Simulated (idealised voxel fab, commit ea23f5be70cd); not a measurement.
process module | voxel self aligned contacts
cross-section cut | 180 nm wide | cells 5 nm
A cross-section is a grid of square cells, given in bands from the top down. A band is one or more rows of cells.
Each band's line starts with the height of the band's top and of its bottom, in nm. Then come its materials from left to right, each with its width in nm. One material with "throughout" fills the band from edge to edge. "air" is empty space.
Height 0 is the level under which the wafer as received is all one material. The lowest band goes on downwards, as in "0 down".
A width such as "30 to 40" changes by the same amount from each row of cells to the next, from the band's top row to its bottom row.
"no change" after a step means that no cell of the cross-section changed.
closed voids: empty space of 8 cells or more with no open way to the top, each as width x height at its distance from the left edge, in nm
after a step's settings: what the simulator itself notes on the step
overlay nm, on a step with a mask: how far to the right of its planned place the mask lay; to the left if negative
plan
1 op RECEIVE | material Si
2 op OXIDIZE | depth nm 5
3 op DIRECTIONAL_DEP | material polySi | thk nm 30
4 op DIRECTIONAL_DEP | material SiN | thk nm 20
5 op MASKED_ETCH | tone cover | mask id GATE | width nm 25 | pitch nm 55 | etch materials SiN | depth nm 20 | overlay nm 0
6 op MASKED_ETCH | tone cover | mask id GATE | width nm 25 | pitch nm 55 | etch materials polySi | depth nm 30 | overlay nm 0
7 op CONFORMAL_DEP | material SiN | thk nm 5
8 op DIRECTIONAL_ETCH | etch materials SiN | depth nm 5
9 op FILL_DEP | material SiO2 | thk nm 20
10 op CMP | height nm 60
11 op MASKED_ETCH | tone open | mask id CONTACT | width nm 40 | pitch nm 55 | etch materials SiO2 | depth nm 65 | overlay nm 0
12 op CONFORMAL_DEP | material TiN | thk nm 5
13 op FILL_DEP | material Ru | thk nm 5
14 op CMP | height nm 60
15 op CONFORMAL_DEP | material SiCN | thk nm 5
as received, after step 1
  0 down: Si throughout
  closed voids: none
a wafer at the end: this start, this plan, one mistake
  65 to 60: SiCN throughout
  60 to 45: SiO2 40 | TiN 5 | Ru 30 | TiN 5 | SiO2 15 | TiN 5 | Ru 30 | TiN 5 | SiO2 45
  45 to 40: SiO2 40 | TiN 15 | Ru 10 | TiN 15 | SiO2 15 | TiN 15 | Ru 10 | TiN 15 | SiO2 45
  40 to 20: SiO2 15 | SiN 35 | TiN 5 | Ru 10 | TiN 5 | SiN 35 | TiN 5 | Ru 10 | TiN 5 | SiN 35 | SiO2 20
  20 to 0: SiO2 15 | SiN 5 | polySi 25 | SiN 5 | TiN 5 | Ru 10 | TiN 5 | SiN 5 | polySi 25 | SiN 5 | TiN 5 | Ru 10 | TiN 5 | SiN 5 | polySi 25 | SiN 5 | SiO2 20
  0 to -5: SiO2 50 | TiN 20 | SiO2 35 | TiN 20 | SiO2 55
  -5 down: Si throughout
  closed voids: none
what went wrong: step 3 ran as: op DIRECTIONAL_DEP | material polySi | thk nm 20
